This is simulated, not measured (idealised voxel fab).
Process module name: voxel lift off
Pictured: cross-section cut, 180 nm wide, on a grid of 5 nm square cells.
In this document a cross-section is written as a grid of square cells. It is given as a series of bands, listed from the top down, and a band is one or more rows of cells.
Heads up on the band format: heights come first, top then bottom, in nm. After that it's the materials left to right, each with its width in nm. A single material flagged "all across" fills the whole band edge to edge, and "blank" means there's empty space there.
Heights are expressed relative to 0, this being the level below which the as-received wafer comprises one material exclusively. The lowest band is unbounded in the downward direction and is denoted as in "0 nm and below".
You'd read "30 to 40" like this: the band's top row of cells is as wide as the first number, its bottom row is as wide as the second, and going down, every row changes width by the same amount as the row before did.
A step reported as "same as before" is a step in which no cell of the cross-section changed.
Closed empty spaces (no open way to the top) of 8 cells or more are what "Enclosed internal voids" lists, each as width x height at distance from the left edge, nm for all three.
Read whatever lies past the settings on a step's line as the simulator's own remark about the step.
overlay nm: where the mask lay relative to plan, measured to the right, on steps with a mask; negatives go left.
So the way this works: pairs, before and after one process step. The after picture only goes down to the lowest band that actually changed, nothing below. Step and its settings are under each pair. And watch out, pairs might come from different runs of this module, same starting wafer though, so a pair only follows on from the one above if its "Preceding state" entry tells you so.

**Preceding state**
- 0 nm and below = Si all across
- Enclosed internal voids: none

**Post-Step Cross-Section**
- 15 nm to 0 nm = Al2O3 all across
- Under the height 0 nothing was changed.
- Enclosed internal voids: none
Step linking the sections shown: CONFORMAL_DEP, material Al2O3, thk nm 15

Preceding state: check the pair just above; its after cross-section is our before state.

**Post-Step Cross-Section**
- 40 nm to 15 nm = resist 50  blank 25  resist 25  blank 25  resist 55
- Under the height 15 nothing was changed.
- Enclosed internal voids: none
Step linking the sections shown: PATTERN, tone open, mask id LINES, material resist, width nm 25, pitch nm 50, thk nm 25, overlay nm 0

Preceding state: check the pair just above; its after cross-section is our before state.

**Post-Step Cross-Section**
- 50 nm to 40 nm = Ru 50  blank 25  Ru 25  blank 25  Ru 55
- 40 nm to 25 nm = resist 50  blank 25  resist 25  blank 25  resist 55
- 25 nm to 15 nm = resist 50  Ru 25  resist 25  Ru 25  resist 55
- Under the height 15 nothing was changed.
- Enclosed internal voids: none
Step linking the sections shown: DIRECTIONAL_DEP, material Ru, thk nm 10

Preceding state: check the pair just above; its after cross-section is our before state.

**Post-Step Cross-Section**
- 25 nm to 15 nm = blank 50  Ru 25  blank 25  Ru 25  blank 55
- Under the height 15 nothing was changed.
- Enclosed internal voids: none
Step linking the sections shown: STRIP, etch materials resist

Preceding state: check the pair just above; its after cross-section is our before state.

**Post-Step Cross-Section**
- 30 nm to 25 nm = blank 45  SiN 35  blank 15  SiN 35  blank 50
- 25 nm to 20 nm = blank 45  SiN 5  Ru 25  SiN 5  blank 15  SiN 5  Ru 25  SiN 5  blank 50
- 20 nm to 15 nm = SiN 50  Ru 25  SiN 25  Ru 25  SiN 55
- Under the height 15 nothing was changed.
- Enclosed internal voids: none
Step linking the sections shown: CONFORMAL_DEP, material SiN, thk nm 5

**Preceding state**
- 40 nm to 15 nm = resist 50  blank 25  resist 25  blank 25  resist 55
- 15 nm to 0 nm = Al2O3 all across
- 0 nm and below = Si all across
- Enclosed internal voids: none

**Post-Step Cross-Section**
- 15 nm to 0 nm = Al2O3 all across
- Under the height 0 nothing was changed.
- Enclosed internal voids: none
Step linking the sections shown: STRIP, etch materials resist

Preceding state: check the pair just above; its after cross-section is our before state.

**Post-Step Cross-Section**
- 20 nm to 15 nm = SiN all across
- Under the height 15 nothing was changed.
- Enclosed internal voids: none
Step linking the sections shown: CONFORMAL_DEP, material SiN, thk nm 5

**Preceding state**
- 15 nm to 0 nm = Al2O3 all across
- 0 nm and below = Si all across
- Enclosed internal voids: none

**Post-Step Cross-Section**
- 30 nm to 0 nm = Al2O3 all across
- Under the height 0 nothing was changed.
- Enclosed internal voids: none
Step linking the sections shown: CONFORMAL_DEP, material Al2O3, thk nm 15

Preceding state: check the pair just above; its after cross-section is our before state.

**Post-Step Cross-Section**
- 55 nm to 30 nm = resist 50  blank 25  resist 25  blank 25  resist 55
- Under the height 30 nothing was changed.
- Enclosed internal voids: none
Step linking the sections shown: PATTERN, tone open, mask id LINES, material resist, width nm 25, pitch nm 50, thk nm 25, overlay nm 0

Preceding state: check the pair just above; its after cross-section is our before state.

**Post-Step Cross-Section**
- 65 nm to 55 nm = Ru 50  blank 25  Ru 25  blank 25  Ru 55
- 55 nm to 40 nm = resist 50  blank 25  resist 25  blank 25  resist 55
- 40 nm to 30 nm = resist 50  Ru 25  resist 25  Ru 25  resist 55
- Under the height 30 nothing was changed.
- Enclosed internal voids: none
Step linking the sections shown: DIRECTIONAL_DEP, material Ru, thk nm 10

Preceding state: check the pair just above; its after cross-section is our before state.

**Post-Step Cross-Section**
- 40 nm to 30 nm = blank 50  Ru 25  blank 25  Ru 25  blank 55
- Under the height 30 nothing was changed.
- Enclosed internal voids: none
Step linking the sections shown: STRIP, etch materials resist

Preceding state: check the pair just above; its after cross-section is our before state.

**Post-Step Cross-Section**
- 45 nm to 40 nm = blank 45  SiN 35  blank 15  SiN 35  blank 50
- 40 nm to 35 nm = blank 45  SiN 5  Ru 25  SiN 5  blank 15  SiN 5  Ru 25  SiN 5  blank 50
- 35 nm to 30 nm = SiN 50  Ru 25  SiN 25  Ru 25  SiN 55
- Under the height 30 nothing was changed.
- Enclosed internal voids: none
Step linking the sections shown: CONFORMAL_DEP, material SiN, thk nm 5

**Preceding state**
- 0 nm and below = Si all across
- Enclosed internal voids: none

**Post-Step Cross-Section**
- 20 nm to 0 nm = Al2O3 all across
- Under the height 0 nothing was changed.
- Enclosed internal voids: none
Step linking the sections shown: CONFORMAL_DEP, material Al2O3, thk nm 20

Preceding state: check the pair just above; its after cross-section is our before state.

**Post-Step Cross-Section**
- 45 nm to 20 nm = resist 50  blank 25  resist 25  blank 25  resist 55
- Under the height 20 nothing was changed.
- Enclosed internal voids: none
Step linking the sections shown: PATTERN, tone open, mask id LINES, material resist, width nm 25, pitch nm 50, thk nm 25, overlay nm 0

Preceding state: check the pair just above; its after cross-section is our before state.

**Post-Step Cross-Section**
- 55 nm to 45 nm = Ru 50  blank 25  Ru 25  blank 25  Ru 55
- 45 nm to 30 nm = resist 50  blank 25  resist 25  blank 25  resist 55
- 30 nm to 20 nm = resist 50  Ru 25  resist 25  Ru 25  resist 55
- Under the height 20 nothing was changed.
- Enclosed internal voids: none
Step linking the sections shown: DIRECTIONAL_DEP, material Ru, thk nm 10

Preceding state: check the pair just above; its after cross-section is our before state.

**Post-Step Cross-Section**
- 30 nm to 20 nm = blank 50  Ru 25  blank 25  Ru 25  blank 55
- Under the height 20 nothing was changed.
- Enclosed internal voids: none
Step linking the sections shown: STRIP, etch materials resist

Preceding state: check the pair just above; its after cross-section is our before state.

**Post-Step Cross-Section**
- 35 nm to 30 nm = blank 45  SiN 35  blank 15  SiN 35  blank 50
- 30 nm to 25 nm = blank 45  SiN 5  Ru 25  SiN 5  blank 15  SiN 5  Ru 25  SiN 5  blank 50
- 25 nm to 20 nm = SiN 50  Ru 25  SiN 25  Ru 25  SiN 55
- Under the height 20 nothing was changed.
- Enclosed internal voids: none
Step linking the sections shown: CONFORMAL_DEP, material SiN, thk nm 5

**Preceding state**
- 15 nm to 0 nm = Al2O3 all across
- 0 nm and below = Si all across
- Enclosed internal voids: none

**Post-Step Cross-Section**
- 40 nm to 15 nm = resist 55  blank 15  resist 35  blank 15  resist 60
- Under the height 15 nothing was changed.
- Enclosed internal voids: none
Step linking the sections shown: PATTERN, tone open, mask id LINES, material resist, width nm 15, pitch nm 50, thk nm 25, overlay nm 0

Preceding state: check the pair just above; its after cross-section is our before state.

**Post-Step Cross-Section**
- 50 nm to 40 nm = Ru 55  blank 15  Ru 35  blank 15  Ru 60
- 40 nm to 25 nm = resist 55  blank 15  resist 35  blank 15  resist 60
- 25 nm to 15 nm = resist 55  Ru 15  resist 35  Ru 15  resist 60
- Under the height 15 nothing was changed.
- Enclosed internal voids: none
Step linking the sections shown: DIRECTIONAL_DEP, material Ru, thk nm 10

Preceding state: check the pair just above; its after cross-section is our before state.

**Post-Step Cross-Section**
- 25 nm to 15 nm = blank 55  Ru 15  blank 35  Ru 15  blank 60
- Under the height 15 nothing was changed.
- Enclosed internal voids: none
Step linking the sections shown: STRIP, etch materials resist

Preceding state: check the pair just above; its after cross-section is our before state.

**Post-Step Cross-Section**
- 30 nm to 25 nm = blank 50  SiN 25  blank 25  SiN 25  blank 55
- 25 nm to 20 nm = blank 50  SiN 5  Ru 15  SiN 5  blank 25  SiN 5  Ru 15  SiN 5  blank 55
- 20 nm to 15 nm = SiN 55  Ru 15  SiN 35  Ru 15  SiN 60
- Under the height 15 nothing was changed.
- Enclosed internal voids: none
Step linking the sections shown: CONFORMAL_DEP, material SiN, thk nm 5

**Preceding state**
- 15 nm to 0 nm = Al2O3 all across
- 0 nm and below = Si all across
- Enclosed internal voids: none

**Post-Step Cross-Section**
- 40 nm to 15 nm = resist 45  blank 25  resist 25  blank 25  resist 60
- Under the height 15 nothing was changed.
- Enclosed internal voids: none
Step linking the sections shown: PATTERN, tone open, mask id LINES, material resist, width nm 25, pitch nm 50, thk nm 25, overlay nm -5

Preceding state: check the pair just above; its after cross-section is our before state.

**Post-Step Cross-Section**
- 50 nm to 40 nm = Ru 45  blank 25  Ru 25  blank 25  Ru 60
- 40 nm to 25 nm = resist 45  blank 25  resist 25  blank 25  resist 60
- 25 nm to 15 nm = resist 45  Ru 25  resist 25  Ru 25  resist 60
- Under the height 15 nothing was changed.
- Enclosed internal voids: none
Step linking the sections shown: DIRECTIONAL_DEP, material Ru, thk nm 10

Preceding state: check the pair just above; its after cross-section is our before state.

**Post-Step Cross-Section**
- 25 nm to 15 nm = blank 45  Ru 25  blank 25  Ru 25  blank 60
- Under the height 15 nothing was changed.
- Enclosed internal voids: none
Step linking the sections shown: STRIP, etch materials resist

Preceding state: check the pair just above; its after cross-section is our before state.

**Post-Step Cross-Section**
- 30 nm to 25 nm = blank 40  SiN 35  blank 15  SiN 35  blank 55
- 25 nm to 20 nm = blank 40  SiN 5  Ru 25  SiN 5  blank 15  SiN 5  Ru 25  SiN 5  blank 55
- 20 nm to 15 nm = SiN 45  Ru 25  SiN 25  Ru 25  SiN 60
- Under the height 15 nothing was changed.
- Enclosed internal voids: none
Step linking the sections shown: CONFORMAL_DEP, material SiN, thk nm 5

**Preceding state**
- 0 nm and below = Si all across
- Enclosed internal voids: none

**Post-Step Cross-Section**
- 15 nm to 0 nm = Ru all across
- Under the height 0 nothing was changed.
- Enclosed internal voids: none
Step linking the sections shown: CONFORMAL_DEP, material Ru, thk nm 15

Preceding state: check the pair just above; its after cross-section is our before state.

**Post-Step Cross-Section**
- 40 nm to 15 nm = resist 50  blank 25  resist 25  blank 25  resist 55
- Under the height 15 nothing was changed.
- Enclosed internal voids: none
Step linking the sections shown: PATTERN, tone open, mask id LINES, material resist, width nm 25, pitch nm 50, thk nm 25, overlay nm 0

Preceding state: check the pair just above; its after cross-section is our before state.

**Post-Step Cross-Section**
- 50 nm to 40 nm = Ru 50  blank 25  Ru 25  blank 25  Ru 55
- 40 nm to 25 nm = resist 50  blank 25  resist 25  blank 25  resist 55
- 25 nm to 15 nm = resist 50  Ru 25  resist 25  Ru 25  resist 55
- Under the height 15 nothing was changed.
- Enclosed internal voids: none
Step linking the sections shown: DIRECTIONAL_DEP, material Ru, thk nm 10

Preceding state: check the pair just above; its after cross-section is our before state.

**Post-Step Cross-Section**
- 25 nm to 15 nm = blank 50  Ru 25  blank 25  Ru 25  blank 55
- Under the height 15 nothing was changed.
- Enclosed internal voids: none
Step linking the sections shown: STRIP, etch materials resist

Preceding state: check the pair just above; its after cross-section is our before state.

**Post-Step Cross-Section**
- 30 nm to 25 nm = blank 45  SiN 35  blank 15  SiN 35  blank 50
- 25 nm to 20 nm = blank 45  SiN 5  Ru 25  SiN 5  blank 15  SiN 5  Ru 25  SiN 5  blank 50
- 20 nm to 15 nm = SiN 50  Ru 25  SiN 25  Ru 25  SiN 55
- Under the height 15 nothing was changed.
- Enclosed internal voids: none
Step linking the sections shown: CONFORMAL_DEP, material SiN, thk nm 5

**Preceding state**
- 15 nm to 0 nm = Al2O3 all across
- 0 nm and below = Si all across
- Enclosed internal voids: none

**Post-Step Cross-Section**
- 40 nm to 15 nm = blank 50  resist 25  blank 25  resist 25  blank 55
- Under the height 15 nothing was changed.
- Enclosed internal voids: none
Step linking the sections shown: PATTERN, tone cover, mask id LINES, material resist, width nm 25, pitch nm 50, thk nm 25, overlay nm 0

Preceding state: check the pair just above; its after cross-section is our before state.

**Post-Step Cross-Section**
- 50 nm to 40 nm = blank 50  Ru 25  blank 25  Ru 25  blank 55
- 40 nm to 25 nm = blank 50  resist 25  blank 25  resist 25  blank 55
- 25 nm to 15 nm = Ru 50  resist 25  Ru 25  resist 25  Ru 55
- Under the height 15 nothing was changed.
- Enclosed internal voids: none
Step linking the sections shown: DIRECTIONAL_DEP, material Ru, thk nm 10

Preceding state: check the pair just above; its after cross-section is our before state.

**Post-Step Cross-Section**
- 25 nm to 15 nm = Ru 50  blank 25  Ru 25  blank 25  Ru 55
- Under the height 15 nothing was changed.
- Enclosed internal voids: none
Step linking the sections shown: STRIP, etch materials resist

Preceding state: check the pair just above; its after cross-section is our before state.

**Post-Step Cross-Section**
- 30 nm to 25 nm = SiN 55  blank 15  SiN 35  blank 15  SiN 60
- 25 nm to 20 nm = Ru 50  SiN 5  blank 15  SiN 5  Ru 25  SiN 5  blank 15  SiN 5  Ru 55
- 20 nm to 15 nm = Ru 50  SiN 25  Ru 25  SiN 25  Ru 55
- Under the height 15 nothing was changed.
- Enclosed internal voids: none
Step linking the sections shown: CONFORMAL_DEP, material SiN, thk nm 5
